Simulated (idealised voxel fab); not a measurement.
process module | voxel transistor to metal
Section shown: cut. Width: 290 nm. Cell size: 5 nm, square.
Notation: cross-section as square-cell grid; stated in bands, top first, going down; one or more cell rows per band. Band: top and bottom heights (nm) first, top before bottom; then materials from left to right, widths in nm. "everywhere" marks a sole material filling the band edge to edge. "blank" denotes empty space. Heights are expressed relative to 0, this being the level below which the as-received wafer comprises one material exclusively. The lowest band is unbounded in the downward direction and is denoted as in "0 nm and below". Quick explanation for "30->40": the width changes in equal steps down the rows of cells, from the first number in the band's top row to the second number in its bottom row. Where the words "nothing got changed" appear for a step, the cross-section shows no cell changed by that step; every cell remained as before. The list in "Enclosed internal voids" covers empty spaces of 8 cells or more that cannot reach the top through any open way, and it gives each as width x height at distance; the distance is from the left edge, and width, height and distance are in nm. Text after the settings on a step's line: the simulator's own remark on that step. "overlay nm", when on a step's line for a step with a mask, measures how far to the right of its planned place the mask lay; a negative measure means to the left. Guide to the pairs. Each holds a before and an after cross-section around one process step; the after cross-section is cut off at the lowest band that changed. Look under the pair for the step between them and its settings. Pairs can come from different runs of this module on the same starting wafer, so a pair follows on from the one above it only where its entry headed "Before the process" says it does.

**Before the process**
25 nm to 20 nm: 60 nm blank; 10 nm SiN; 35 nm blank; 10 nm SiN; 60 nm blank; 10 nm SiN; 35 nm blank; 10 nm SiN; 60 nm blank
20 nm to 10 nm: 60 nm SiO2; 10 nm SiN; 35 nm blank; 10 nm SiN; 60 nm SiO2; 10 nm SiN; 35 nm blank; 10 nm SiN; 60 nm SiO2
10 nm to -5 nm: 40 nm SiO2; 20 nm nSi; 10 nm SiN; 35 nm blank; 10 nm SiN; 20 nm nSi; 20 nm SiO2; 20 nm nSi; 10 nm SiN; 35 nm blank; 10 nm SiN; 20 nm nSi; 40 nm SiO2
-5 nm to -10 nm: 35 nm SiO2; 25 nm nSi; 10 nm SiO2; 35 nm blank; 10 nm SiO2; 25 nm nSi; 10 nm SiO2; 25 nm nSi; 10 nm SiO2; 35 nm blank; 10 nm SiO2; 25 nm nSi; 35 nm SiO2
-10 nm to -25 nm: 40 nm SiO2; 20 nm nSi; 55 nm Si; 20 nm nSi; 20 nm SiO2; 20 nm nSi; 55 nm Si; 20 nm nSi; 40 nm SiO2
-25 nm to -40 nm: 40 nm SiO2; 95 nm Si; 20 nm SiO2; 95 nm Si; 40 nm SiO2
-40 nm and below: Si everywhere
Enclosed internal voids: none

**Post-Step Section View**
30 nm to 25 nm: 55 nm blank; 20 nm TiN; 25 nm blank; 20 nm TiN; 50 nm blank; 20 nm TiN; 25 nm blank; 20 nm TiN; 55 nm blank
25 nm to 20 nm: 60 nm TiN; 10 nm SiN; 5 nm TiN; 25 nm blank; 5 nm TiN; 10 nm SiN; 60 nm TiN; 10 nm SiN; 5 nm TiN; 25 nm blank; 5 nm TiN; 10 nm SiN; 60 nm TiN
20 nm to 10 nm: 60 nm SiO2; 10 nm SiN; 5 nm TiN; 25 nm blank; 5 nm TiN; 10 nm SiN; 60 nm SiO2; 10 nm SiN; 5 nm TiN; 25 nm blank; 5 nm TiN; 10 nm SiN; 60 nm SiO2
10 nm to -5 nm: 40 nm SiO2; 20 nm nSi; 10 nm SiN; 5 nm TiN; 25 nm blank; 5 nm TiN; 10 nm SiN; 20 nm nSi; 20 nm SiO2; 20 nm nSi; 10 nm SiN; 5 nm TiN; 25 nm blank; 5 nm TiN; 10 nm SiN; 20 nm nSi; 40 nm SiO2
-5 nm to -10 nm: 35 nm SiO2; 25 nm nSi; 10 nm SiO2; 35 nm TiN; 10 nm SiO2; 25 nm nSi; 10 nm SiO2; 25 nm nSi; 10 nm SiO2; 35 nm TiN; 10 nm SiO2; 25 nm nSi; 35 nm SiO2
Everything below -10 is unchanged.
Enclosed internal voids: none
The step that takes the structure from the upper cross-section to the lower one is CONFORMAL_DEP [material TiN] [thk nm 5]

Before the process: starting point is the after cross-section of the pair just above.

**Post-Step Section View**
35 nm to 30 nm: 50 nm blank; 30 nm HfO2; 15 nm blank; 30 nm HfO2; 40 nm blank; 30 nm HfO2; 15 nm blank; 30 nm HfO2; 50 nm blank
30 nm to 25 nm: 55 nm HfO2; 20 nm TiN; 5 nm HfO2; 15 nm blank; 5 nm HfO2; 20 nm TiN; 50 nm HfO2; 20 nm TiN; 5 nm HfO2; 15 nm blank; 5 nm HfO2; 20 nm TiN; 55 nm HfO2
25 nm to 20 nm: 60 nm TiN; 10 nm SiN; 5 nm TiN; 5 nm HfO2; 15 nm blank; 5 nm HfO2; 5 nm TiN; 10 nm SiN; 60 nm TiN; 10 nm SiN; 5 nm TiN; 5 nm HfO2; 15 nm blank; 5 nm HfO2; 5 nm TiN; 10 nm SiN; 60 nm TiN
20 nm to 10 nm: 60 nm SiO2; 10 nm SiN; 5 nm TiN; 5 nm HfO2; 15 nm blank; 5 nm HfO2; 5 nm TiN; 10 nm SiN; 60 nm SiO2; 10 nm SiN; 5 nm TiN; 5 nm HfO2; 15 nm blank; 5 nm HfO2; 5 nm TiN; 10 nm SiN; 60 nm SiO2
10 nm to 0 nm: 40 nm SiO2; 20 nm nSi; 10 nm SiN; 5 nm TiN; 5 nm HfO2; 15 nm blank; 5 nm HfO2; 5 nm TiN; 10 nm SiN; 20 nm nSi; 20 nm SiO2; 20 nm nSi; 10 nm SiN; 5 nm TiN; 5 nm HfO2; 15 nm blank; 5 nm HfO2; 5 nm TiN; 10 nm SiN; 20 nm nSi; 40 nm SiO2
0 nm to -5 nm: 40 nm SiO2; 20 nm nSi; 10 nm SiN; 5 nm TiN; 25 nm HfO2; 5 nm TiN; 10 nm SiN; 20 nm nSi; 20 nm SiO2; 20 nm nSi; 10 nm SiN; 5 nm TiN; 25 nm HfO2; 5 nm TiN; 10 nm SiN; 20 nm nSi; 40 nm SiO2
Everything below -5 is unchanged.
Enclosed internal voids: none
The step that takes the structure from the upper cross-section to the lower one is CONFORMAL_DEP [material HfO2] [thk nm 5]

Before the process: starting point is the after cross-section of the pair just above.

**Post-Step Section View**
40 nm to 35 nm: W everywhere
35 nm to 30 nm: 50 nm W; 30 nm HfO2; 15 nm W; 30 nm HfO2; 40 nm W; 30 nm HfO2; 15 nm W; 30 nm HfO2; 50 nm W
30 nm to 25 nm: 55 nm HfO2; 20 nm TiN; 5 nm HfO2; 15 nm W; 5 nm HfO2; 20 nm TiN; 50 nm HfO2; 20 nm TiN; 5 nm HfO2; 15 nm W; 5 nm HfO2; 20 nm TiN; 55 nm HfO2
25 nm to 20 nm: 60 nm TiN; 10 nm SiN; 5 nm TiN; 5 nm HfO2; 15 nm W; 5 nm HfO2; 5 nm TiN; 10 nm SiN; 60 nm TiN; 10 nm SiN; 5 nm TiN; 5 nm HfO2; 15 nm W; 5 nm HfO2; 5 nm TiN; 10 nm SiN; 60 nm TiN
20 nm to 10 nm: 60 nm SiO2; 10 nm SiN; 5 nm TiN; 5 nm HfO2; 15 nm W; 5 nm HfO2; 5 nm TiN; 10 nm SiN; 60 nm SiO2; 10 nm SiN; 5 nm TiN; 5 nm HfO2; 15 nm W; 5 nm HfO2; 5 nm TiN; 10 nm SiN; 60 nm SiO2
10 nm to 0 nm: 40 nm SiO2; 20 nm nSi; 10 nm SiN; 5 nm TiN; 5 nm HfO2; 15 nm W; 5 nm HfO2; 5 nm TiN; 10 nm SiN; 20 nm nSi; 20 nm SiO2; 20 nm nSi; 10 nm SiN; 5 nm TiN; 5 nm HfO2; 15 nm W; 5 nm HfO2; 5 nm TiN; 10 nm SiN; 20 nm nSi; 40 nm SiO2
Everything below 0 is unchanged.
Enclosed internal voids: none
The step that takes the structure from the upper cross-section to the lower one is FILL_DEP [material W] [thk nm 5]

Before the process: starting point is the after cross-section of the pair just above.

**Post-Step Section View**
20 nm to 10 nm: 60 nm SiO2; 10 nm SiN; 5 nm TiN; 5 nm HfO2; 15 nm W; 5 nm HfO2; 5 nm TiN; 10 nm SiN; 60 nm SiO2; 10 nm SiN; 5 nm TiN; 5 nm HfO2; 15 nm W; 5 nm HfO2; 5 nm TiN; 10 nm SiN; 60 nm SiO2
Everything below 10 is unchanged.
Enclosed internal voids: none
The step that takes the structure from the upper cross-section to the lower one is CMP [height nm 20]

Before the process: starting point is the after cross-section of the pair just above.

**Post-Step Section View**
30 nm to 20 nm: SiO2 everywhere
Everything below 20 is unchanged.
Enclosed internal voids: none
The step that takes the structure from the upper cross-section to the lower one is DIRECTIONAL_DEP [material SiO2] [thk nm 10]

Before the process: starting point is the after cross-section of the pair just above.

**Post-Step Section View**
45 nm to 30 nm: 45 nm resist; 15 nm blank; 55 nm resist; 15 nm blank; 30 nm resist; 15 nm blank; 55 nm resist; 15 nm blank; 45 nm resist
Everything below 30 is unchanged.
Enclosed internal voids: none
The step that takes the structure from the upper cross-section to the lower one is PATTERN [tone open] [mask id CONTACT] [material resist] [width nm 15] [thk nm 15] [overlay nm 0]

Before the process: starting point is the after cross-section of the pair just above.

**Post-Step Section View**
45 nm to 30 nm: 45 nm resist; 15 nm blank; 55 nm resist; 15 nm blank; 30 nm resist; 15 nm blank; 55 nm resist; 15 nm blank; 45 nm resist
30 nm to 20 nm: 45 nm SiO2; 15 nm blank; 55 nm SiO2; 15 nm blank; 30 nm SiO2; 15 nm blank; 55 nm SiO2; 15 nm blank; 45 nm SiO2
20 nm to 10 nm: 45 nm SiO2; 15 nm blank; 10 nm SiN; 5 nm TiN; 5 nm HfO2; 15 nm W; 5 nm HfO2; 5 nm TiN; 10 nm SiN; 15 nm blank; 30 nm SiO2; 15 nm blank; 10 nm SiN; 5 nm TiN; 5 nm HfO2; 15 nm W; 5 nm HfO2; 5 nm TiN; 10 nm SiN; 15 nm blank; 45 nm SiO2
Everything below 10 is unchanged.
Enclosed internal voids: none
The step that takes the structure from the upper cross-section to the lower one is DIRECTIONAL_ETCH [etch materials SiO2] [depth nm 20]

Before the process: starting point is the after cross-section of the pair just above.

**Post-Step Section View**
30 nm to 20 nm: 45 nm SiO2; 15 nm blank; 55 nm SiO2; 15 nm blank; 30 nm SiO2; 15 nm blank; 55 nm SiO2; 15 nm blank; 45 nm SiO2
Everything below 20 is unchanged.
Enclosed internal voids: none
The step that takes the structure from the upper cross-section to the lower one is STRIP [etch materials resist]

Before the process: starting point is the after cross-section of the pair just above.

**Post-Step Section View**
35 nm to 30 nm: 50 nm TiN; 5 nm blank; 65 nm TiN; 5 nm blank; 40 nm TiN; 5 nm blank; 65 nm TiN; 5 nm blank; 50 nm TiN
30 nm to 20 nm: 45 nm SiO2; 5 nm TiN; 5 nm blank; 5 nm TiN; 55 nm SiO2; 5 nm TiN; 5 nm blank; 5 nm TiN; 30 nm SiO2; 5 nm TiN; 5 nm blank; 5 nm TiN; 55 nm SiO2; 5 nm TiN; 5 nm blank; 5 nm TiN; 45 nm SiO2
20 nm to 15 nm: 45 nm SiO2; 5 nm TiN; 5 nm blank; 5 nm TiN; 10 nm SiN; 5 nm TiN; 5 nm HfO2; 15 nm W; 5 nm HfO2; 5 nm TiN; 10 nm SiN; 5 nm TiN; 5 nm blank; 5 nm TiN; 30 nm SiO2; 5 nm TiN; 5 nm blank; 5 nm TiN; 10 nm SiN; 5 nm TiN; 5 nm HfO2; 15 nm W; 5 nm HfO2; 5 nm TiN; 10 nm SiN; 5 nm TiN; 5 nm blank; 5 nm TiN; 45 nm SiO2
15 nm to 10 nm: 45 nm SiO2; 15 nm TiN; 10 nm SiN; 5 nm TiN; 5 nm HfO2; 15 nm W; 5 nm HfO2; 5 nm TiN; 10 nm SiN; 15 nm TiN; 30 nm SiO2; 15 nm TiN; 10 nm SiN; 5 nm TiN; 5 nm HfO2; 15 nm W; 5 nm HfO2; 5 nm TiN; 10 nm SiN; 15 nm TiN; 45 nm SiO2
Everything below 10 is unchanged.
Enclosed internal voids: none
The step that takes the structure from the upper cross-section to the lower one is CONFORMAL_DEP [material TiN] [thk nm 5]

Before the process: starting point is the after cross-section of the pair just above.

**Post-Step Section View**
40 nm to 35 nm: W everywhere
35 nm to 30 nm: 50 nm TiN; 5 nm W; 65 nm TiN; 5 nm W; 40 nm TiN; 5 nm W; 65 nm TiN; 5 nm W; 50 nm TiN
30 nm to 20 nm: 45 nm SiO2; 5 nm TiN; 5 nm W; 5 nm TiN; 55 nm SiO2; 5 nm TiN; 5 nm W; 5 nm TiN; 30 nm SiO2; 5 nm TiN; 5 nm W; 5 nm TiN; 55 nm SiO2; 5 nm TiN; 5 nm W; 5 nm TiN; 45 nm SiO2
20 nm to 15 nm: 45 nm SiO2; 5 nm TiN; 5 nm W; 5 nm TiN; 10 nm SiN; 5 nm TiN; 5 nm HfO2; 15 nm W; 5 nm HfO2; 5 nm TiN; 10 nm SiN; 5 nm TiN; 5 nm W; 5 nm TiN; 30 nm SiO2; 5 nm TiN; 5 nm W; 5 nm TiN; 10 nm SiN; 5 nm TiN; 5 nm HfO2; 15 nm W; 5 nm HfO2; 5 nm TiN; 10 nm SiN; 5 nm TiN; 5 nm W; 5 nm TiN; 45 nm SiO2
Everything below 15 is unchanged.
Enclosed internal voids: none
The step that takes the structure from the upper cross-section to the lower one is FILL_DEP [material W] [thk nm 5]

Before the process: starting point is the after cross-section of the pair just above.

**Post-Step Section View**
30 nm to 20 nm: 45 nm SiO2; 5 nm TiN; 5 nm W; 5 nm TiN; 55 nm SiO2; 5 nm TiN; 5 nm W; 5 nm TiN; 30 nm SiO2; 5 nm TiN; 5 nm W; 5 nm TiN; 55 nm SiO2; 5 nm TiN; 5 nm W; 5 nm TiN; 45 nm SiO2
Everything below 20 is unchanged.
Enclosed internal voids: none
The step that takes the structure from the upper cross-section to the lower one is CMP [height nm 30]

Before the process: starting point is the after cross-section of the pair just above.

**Post-Step Section View**
35 nm to 30 nm: SiN everywhere
Everything below 30 is unchanged.
Enclosed internal voids: none
The step that takes the structure from the upper cross-section to the lower one is CONFORMAL_DEP [material SiN] [thk nm 5]

Before the process: starting point is the after cross-section of the pair just above.

**Post-Step Section View**
55 nm to 35 nm: lowk everywhere
Everything below 35 is unchanged.
Enclosed internal voids: none
The step that takes the structure from the upper cross-section to the lower one is DIRECTIONAL_DEP [material lowk] [thk nm 20]

Before the process: starting point is the after cross-section of the pair just above.

**Post-Step Section View**
55 nm to 35 nm: 45 nm lowk; 15 nm blank; 55 nm lowk; 15 nm blank; 30 nm lowk; 15 nm blank; 55 nm lowk; 15 nm blank; 45 nm lowk
Everything below 35 is unchanged.
Enclosed internal voids: none
The step that takes the structure from the upper cross-section to the lower one is MASKED_ETCH [tone open] [mask id METAL_1] [width nm 15] [etch materials lowk] [depth nm 20] [overlay nm 0]

Before the process: starting point is the after cross-section of the pair just above.

**Post-Step Section View**
55 nm to 35 nm: 45 nm lowk; 15 nm blank; 55 nm lowk; 15 nm blank; 30 nm lowk; 15 nm blank; 55 nm lowk; 15 nm blank; 45 nm lowk
35 nm to 30 nm: 45 nm SiN; 15 nm blank; 55 nm SiN; 15 nm blank; 30 nm SiN; 15 nm blank; 55 nm SiN; 15 nm blank; 45 nm SiN
Everything below 30 is unchanged.
Enclosed internal voids: none
The step that takes the structure from the upper cross-section to the lower one is MASKED_ETCH [tone open] [mask id METAL_1] [width nm 15] [etch materials SiN] [depth nm 5] [overlay nm 0]

Before the process: starting point is the after cross-section of the pair just above.

**Post-Step Section View**
60 nm to 55 nm: 50 nm TiN; 5 nm blank; 65 nm TiN; 5 nm blank; 40 nm TiN; 5 nm blank; 65 nm TiN; 5 nm blank; 50 nm TiN
55 nm to 35 nm: 45 nm lowk; 5 nm TiN; 5 nm blank; 5 nm TiN; 55 nm lowk; 5 nm TiN; 5 nm blank; 5 nm TiN; 30 nm lowk; 5 nm TiN; 5 nm blank; 5 nm TiN; 55 nm lowk; 5 nm TiN; 5 nm blank; 5 nm TiN; 45 nm lowk
35 nm to 30 nm: 45 nm SiN; 15 nm TiN; 55 nm SiN; 15 nm TiN; 30 nm SiN; 15 nm TiN; 55 nm SiN; 15 nm TiN; 45 nm SiN
Everything below 30 is unchanged.
Enclosed internal voids: none
The step that takes the structure from the upper cross-section to the lower one is CONFORMAL_DEP [material TiN] [thk nm 5]

Before the process: starting point is the after cross-section of the pair just above.

**Post-Step Section View**
70 nm to 60 nm: Ru everywhere
60 nm to 55 nm: 50 nm TiN; 5 nm Ru; 65 nm TiN; 5 nm Ru; 40 nm TiN; 5 nm Ru; 65 nm TiN; 5 nm Ru; 50 nm TiN
55 nm to 35 nm: 45 nm lowk; 5 nm TiN; 5 nm Ru; 5 nm TiN; 55 nm lowk; 5 nm TiN; 5 nm Ru; 5 nm TiN; 30 nm lowk; 5 nm TiN; 5 nm Ru; 5 nm TiN; 55 nm lowk; 5 nm TiN; 5 nm Ru; 5 nm TiN; 45 nm lowk
Everything below 35 is unchanged.
Enclosed internal voids: none
The step that takes the structure from the upper cross-section to the lower one is FILL_DEP [material Ru] [thk nm 10]

Before the process: starting point is the after cross-section of the pair just above.

**Post-Step Section View**
55 nm to 35 nm: 45 nm lowk; 5 nm TiN; 5 nm Ru; 5 nm TiN; 55 nm lowk; 5 nm TiN; 5 nm Ru; 5 nm TiN; 30 nm lowk; 5 nm TiN; 5 nm Ru; 5 nm TiN; 55 nm lowk; 5 nm TiN; 5 nm Ru; 5 nm TiN; 45 nm lowk
Everything below 35 is unchanged.
Enclosed internal voids: none
The step that takes the structure from the upper cross-section to the lower one is CMP [height nm 55]

Before the process: starting point is the after cross-section of the pair just above.

**Post-Step Section View**
60 nm to 55 nm: SiCN everywhere
Everything below 55 is unchanged.
Enclosed internal voids: none
The step that takes the structure from the upper cross-section to the lower one is CONFORMAL_DEP [material SiCN] [thk nm 5]

Before the process: starting point is the after cross-section of the pair just above.

**Post-Step Section View**
85 nm to 60 nm: lowk everywhere
Everything below 60 is unchanged.
Enclosed internal voids: none
The step that takes the structure from the upper cross-section to the lower one is DIRECTIONAL_DEP [material lowk] [thk nm 25]

Before the process: starting point is the after cross-section of the pair just above.

**Post-Step Section View**
100 nm to 85 nm: 45 nm resist; 15 nm blank; 100 nm resist; 15 nm blank; 115 nm resist
Everything below 85 is unchanged.
Enclosed internal voids: none
The step that takes the structure from the upper cross-section to the lower one is PATTERN [tone open] [mask id METAL_2] [material resist] [width nm 15] [pitch nm 115] [thk nm 15] [overlay nm 0]

Before the process: starting point is the after cross-section of the pair just above.

**Post-Step Section View**
100 nm to 85 nm: 45 nm resist; 15 nm blank; 100 nm resist; 15 nm blank; 115 nm resist
85 nm to 70 nm: 45 nm lowk; 15 nm blank; 100 nm lowk; 15 nm blank; 115 nm lowk
Everything below 70 is unchanged.
Enclosed internal voids: none
The step that takes the structure from the upper cross-section to the lower one is DIRECTIONAL_ETCH [etch materials lowk] [depth nm 15]

Before the process: starting point is the after cross-section of the pair just above.

**Post-Step Section View**
85 nm to 70 nm: 45 nm lowk; 15 nm blank; 100 nm lowk; 15 nm blank; 115 nm lowk
Everything below 70 is unchanged.
Enclosed internal voids: none
The step that takes the structure from the upper cross-section to the lower one is STRIP [etch materials resist]

Before the process: starting point is the after cross-section of the pair just above.

**Post-Step Section View**
100 nm to 85 nm: 45 nm aC; 15 nm blank; 100 nm aC; 15 nm blank; 115 nm aC
85 nm to 70 nm: 45 nm lowk; 15 nm aC; 100 nm lowk; 15 nm aC; 115 nm lowk
Everything below 70 is unchanged.
Enclosed internal voids: none
The step that takes the structure from the upper cross-section to the lower one is DIRECTIONAL_DEP [material aC] [thk nm 15]

Before the process: starting point is the after cross-section of the pair just above.

**Post-Step Section View**
130 nm to 100 nm: 45 nm resist; 15 nm blank; 100 nm resist; 15 nm blank; 115 nm resist
Everything below 100 is unchanged.
Enclosed internal voids: none
The step that takes the structure from the upper cross-section to the lower one is PATTERN [tone open] [mask id METAL_2_HOLES] [material resist] [width nm 15] [pitch nm 115] [thk nm 30] [overlay nm 0]

Before the process: starting point is the after cross-section of the pair just above.

**Post-Step Section View**
115 nm to 100 nm: 45 nm resist; 15 nm blank; 100 nm resist; 15 nm blank; 115 nm resist
100 nm to 85 nm: 45 nm aC; 15 nm blank; 100 nm aC; 15 nm blank; 115 nm aC
85 nm to 70 nm: 45 nm lowk; 15 nm blank; 100 nm lowk; 15 nm blank; 115 nm lowk
Everything below 70 is unchanged.
Enclosed internal voids: none
The step that takes the structure from the upper cross-section to the lower one is DIRECTIONAL_ETCH [etch materials aC] [depth nm 15]

Before the process: starting point is the after cross-section of the pair just above.

**Post-Step Section View**
100 nm to 85 nm: 45 nm aC; 15 nm blank; 100 nm aC; 15 nm blank; 115 nm aC
Everything below 85 is unchanged.
Enclosed internal voids: none
The step that takes the structure from the upper cross-section to the lower one is STRIP [etch materials resist]

Before the process: starting point is the after cross-section of the pair just above.

**Post-Step Section View**
100 nm to 85 nm: 45 nm aC; 15 nm blank; 100 nm aC; 15 nm blank; 115 nm aC
85 nm to 60 nm: 45 nm lowk; 15 nm blank; 100 nm lowk; 15 nm blank; 115 nm lowk
Everything below 60 is unchanged.
Enclosed internal voids: none
The step that takes the structure from the upper cross-section to the lower one is DIRECTIONAL_ETCH [etch materials lowk] [depth nm 10]

Before the process: starting point is the after cross-section of the pair just above.

**Post-Step Section View**
100 nm to 85 nm: 45 nm aC; 15 nm blank; 100 nm aC; 15 nm blank; 115 nm aC
85 nm to 60 nm: 45 nm lowk; 15 nm blank; 100 nm lowk; 15 nm blank; 115 nm lowk
60 nm to 55 nm: 45 nm SiCN; 15 nm blank; 100 nm SiCN; 15 nm blank; 115 nm SiCN
Everything below 55 is unchanged.
Enclosed internal voids: none
The step that takes the structure from the upper cross-section to the lower one is DIRECTIONAL_ETCH [etch materials SiCN] [depth nm 5]

Before the process: starting point is the after cross-section of the pair just above.

**Post-Step Section View**
85 nm to 60 nm: 45 nm lowk; 15 nm blank; 100 nm lowk; 15 nm blank; 115 nm lowk
Everything below 60 is unchanged.
Enclosed internal voids: none
The step that takes the structure from the upper cross-section to the lower one is STRIP [etch materials aC]

Before the process: starting point is the after cross-section of the pair just above.

**Post-Step Section View**
90 nm to 85 nm: 50 nm TiN; 5 nm blank; 110 nm TiN; 5 nm blank; 120 nm TiN
85 nm to 60 nm: 45 nm lowk; 5 nm TiN; 5 nm blank; 5 nm TiN; 100 nm lowk; 5 nm TiN; 5 nm blank; 5 nm TiN; 115 nm lowk
60 nm to 55 nm: 45 nm SiCN; 15 nm TiN; 100 nm SiCN; 15 nm TiN; 115 nm SiCN
Everything below 55 is unchanged.
Enclosed internal voids: none
The step that takes the structure from the upper cross-section to the lower one is CONFORMAL_DEP [material TiN] [thk nm 5]

Before the process: starting point is the after cross-section of the pair just above.

**Post-Step Section View**
95 nm to 90 nm: Ru everywhere
90 nm to 85 nm: 50 nm TiN; 5 nm Ru; 110 nm TiN; 5 nm Ru; 120 nm TiN
85 nm to 60 nm: 45 nm lowk; 5 nm TiN; 5 nm Ru; 5 nm TiN; 100 nm lowk; 5 nm TiN; 5 nm Ru; 5 nm TiN; 115 nm lowk
Everything below 60 is unchanged.
Enclosed internal voids: none
The step that takes the structure from the upper cross-section to the lower one is FILL_DEP [material Ru] [thk nm 5]

Before the process: starting point is the after cross-section of the pair just above.

**Post-Step Section View**
85 nm to 60 nm: 45 nm lowk; 5 nm TiN; 5 nm Ru; 5 nm TiN; 100 nm lowk; 5 nm TiN; 5 nm Ru; 5 nm TiN; 115 nm lowk
Everything below 60 is unchanged.
Enclosed internal voids: none
The step that takes the structure from the upper cross-section to the lower one is CMP [height nm 85]

Before the process: starting point is the after cross-section of the pair just above.

**Post-Step Section View**
90 nm to 85 nm: SiCN everywhere
Everything below 85 is unchanged.
Enclosed internal voids: none
The step that takes the structure from the upper cross-section to the lower one is CONFORMAL_DEP [material SiCN] [thk nm 5]

**Before the process**
35 nm to 25 nm: 70 nm blank; 5 nm SiO2; 25 nm SiCN; 5 nm SiO2; 80 nm blank; 5 nm SiO2; 25 nm SiCN; 5 nm SiO2; 70 nm blank
25 nm to -5 nm: 70 nm blank; 5 nm SiO2; 25 nm polySi; 5 nm SiO2; 80 nm blank; 5 nm SiO2; 25 nm polySi; 5 nm SiO2; 70 nm blank
-5 nm to -10 nm: SiO2 everywhere
-10 nm to -40 nm: 40 nm SiO2; 95 nm Si; 20 nm SiO2; 95 nm Si; 40 nm SiO2
-40 nm and below: Si everywhere
Enclosed internal voids: none

**Post-Step Section View**
50 nm to 35 nm: 55 nm blank; 65 nm SiN; 50 nm blank; 65 nm SiN; 55 nm blank
35 nm to 25 nm: 55 nm blank; 15 nm SiN; 5 nm SiO2; 25 nm SiCN; 5 nm SiO2; 15 nm SiN; 50 nm blank; 15 nm SiN; 5 nm SiO2; 25 nm SiCN; 5 nm SiO2; 15 nm SiN; 55 nm blank
25 nm to 10 nm: 55 nm blank; 15 nm SiN; 5 nm SiO2; 25 nm polySi; 5 nm SiO2; 15 nm SiN; 50 nm blank; 15 nm SiN; 5 nm SiO2; 25 nm polySi; 5 nm SiO2; 15 nm SiN; 55 nm blank
10 nm to -5 nm: 70 nm SiN; 5 nm SiO2; 25 nm polySi; 5 nm SiO2; 80 nm SiN; 5 nm SiO2; 25 nm polySi; 5 nm SiO2; 70 nm SiN
Everything below -5 is unchanged.
Enclosed internal voids: none
The step that takes the structure from the upper cross-section to the lower one is CONFORMAL_DEP [material SiN] [thk nm 15]

Before the process: starting point is the after cross-section of the pair just above.

**Post-Step Section View**
40 nm to 35 nm: 55 nm blank; 65 nm SiN; 50 nm blank; 65 nm SiN; 55 nm blank
35 nm to 25 nm: 55 nm blank; 15 nm SiN; 5 nm SiO2; 25 nm SiCN; 5 nm SiO2; 15 nm SiN; 50 nm blank; 15 nm SiN; 5 nm SiO2; 25 nm SiCN; 5 nm SiO2; 15 nm SiN; 55 nm blank
25 nm to 0 nm: 55 nm blank; 15 nm SiN; 5 nm SiO2; 25 nm polySi; 5 nm SiO2; 15 nm SiN; 50 nm blank; 15 nm SiN; 5 nm SiO2; 25 nm polySi; 5 nm SiO2; 15 nm SiN; 55 nm blank
Everything below 0 is unchanged.
Enclosed internal voids: none
The step that takes the structure from the upper cross-section to the lower one is DIRECTIONAL_ETCH [etch materials SiN] [depth nm 10]

Before the process: starting point is the after cross-section of the pair just above.

**Post-Step Section View**
50 nm to 40 nm: SiO2 everywhere
40 nm to 35 nm: 55 nm SiO2; 65 nm SiN; 50 nm SiO2; 65 nm SiN; 55 nm SiO2
35 nm to 25 nm: 55 nm SiO2; 15 nm SiN; 5 nm SiO2; 25 nm SiCN; 5 nm SiO2; 15 nm SiN; 50 nm SiO2; 15 nm SiN; 5 nm SiO2; 25 nm SiCN; 5 nm SiO2; 15 nm SiN; 55 nm SiO2
25 nm to 0 nm: 55 nm SiO2; 15 nm SiN; 5 nm SiO2; 25 nm polySi; 5 nm SiO2; 15 nm SiN; 50 nm SiO2; 15 nm SiN; 5 nm SiO2; 25 nm polySi; 5 nm SiO2; 15 nm SiN; 55 nm SiO2
Everything below 0 is unchanged.
Enclosed internal voids: none
The step that takes the structure from the upper cross-section to the lower one is FILL_DEP [material SiO2] [thk nm 10]

Before the process: starting point is the after cross-section of the pair just above.

**Post-Step Section View**
25 nm to 0 nm: 55 nm SiO2; 15 nm SiN; 5 nm SiO2; 25 nm polySi; 5 nm SiO2; 15 nm SiN; 50 nm SiO2; 15 nm SiN; 5 nm SiO2; 25 nm polySi; 5 nm SiO2; 15 nm SiN; 55 nm SiO2
Everything below 0 is unchanged.
Enclosed internal voids: none
The step that takes the structure from the upper cross-section to the lower one is CMP [height nm 25]

Before the process: starting point is the after cross-section of the pair just above.

**Post-Step Section View**
25 nm to 0 nm: 55 nm SiO2; 15 nm SiN; 5 nm SiO2; 25 nm blank; 5 nm SiO2; 15 nm SiN; 50 nm SiO2; 15 nm SiN; 5 nm SiO2; 25 nm blank; 5 nm SiO2; 15 nm SiN; 55 nm SiO2
0 nm to -5 nm: 70 nm SiN; 5 nm SiO2; 25 nm blank; 5 nm SiO2; 80 nm SiN; 5 nm SiO2; 25 nm blank; 5 nm SiO2; 70 nm SiN
Everything below -5 is unchanged.
Enclosed internal voids: none
The step that takes the structure from the upper cross-section to the lower one is STRIP [etch materials polySi]

Before the process: starting point is the after cross-section of the pair just above.

**Post-Step Section View**
25 nm to 20 nm: 55 nm blank; 15 nm SiN; 35 nm blank; 15 nm SiN; 50 nm blank; 15 nm SiN; 35 nm blank; 15 nm SiN; 55 nm blank
20 nm to 0 nm: 55 nm SiO2; 15 nm SiN; 35 nm blank; 15 nm SiN; 50 nm SiO2; 15 nm SiN; 35 nm blank; 15 nm SiN; 55 nm SiO2
0 nm to -5 nm: 70 nm SiN; 35 nm blank; 80 nm SiN; 35 nm blank; 70 nm SiN
-5 nm to -10 nm: 70 nm SiO2; 35 nm blank; 80 nm SiO2; 35 nm blank; 70 nm SiO2
Everything below -10 is unchanged.
Enclosed internal voids: none
The step that takes the structure from the upper cross-section to the lower one is SELECTIVE_ETCH [etch materials SiO2] [depth nm 5]

Before the process: starting point is the after cross-section of the pair just above.

**Post-Step Section View**
30 nm to 25 nm: 50 nm blank; 25 nm HfO2; 25 nm blank; 25 nm HfO2; 40 nm blank; 25 nm HfO2; 25 nm blank; 25 nm HfO2; 50 nm blank
25 nm to 20 nm: 55 nm HfO2; 15 nm SiN; 5 nm HfO2; 25 nm blank; 5 nm HfO2; 15 nm SiN; 50 nm HfO2; 15 nm SiN; 5 nm HfO2; 25 nm blank; 5 nm HfO2; 15 nm SiN; 55 nm HfO2
20 nm to 0 nm: 55 nm SiO2; 15 nm SiN; 5 nm HfO2; 25 nm blank; 5 nm HfO2; 15 nm SiN; 50 nm SiO2; 15 nm SiN; 5 nm HfO2; 25 nm blank; 5 nm HfO2; 15 nm SiN; 55 nm SiO2
0 nm to -5 nm: 70 nm SiN; 5 nm HfO2; 25 nm blank; 5 nm HfO2; 80 nm SiN; 5 nm HfO2; 25 nm blank; 5 nm HfO2; 70 nm SiN
-5 nm to -10 nm: 70 nm SiO2; 35 nm HfO2; 80 nm SiO2; 35 nm HfO2; 70 nm SiO2
Everything below -10 is unchanged.
Enclosed internal voids: none
The step that takes the structure from the upper cross-section to the lower one is CONFORMAL_DEP [material HfO2] [thk nm 5]
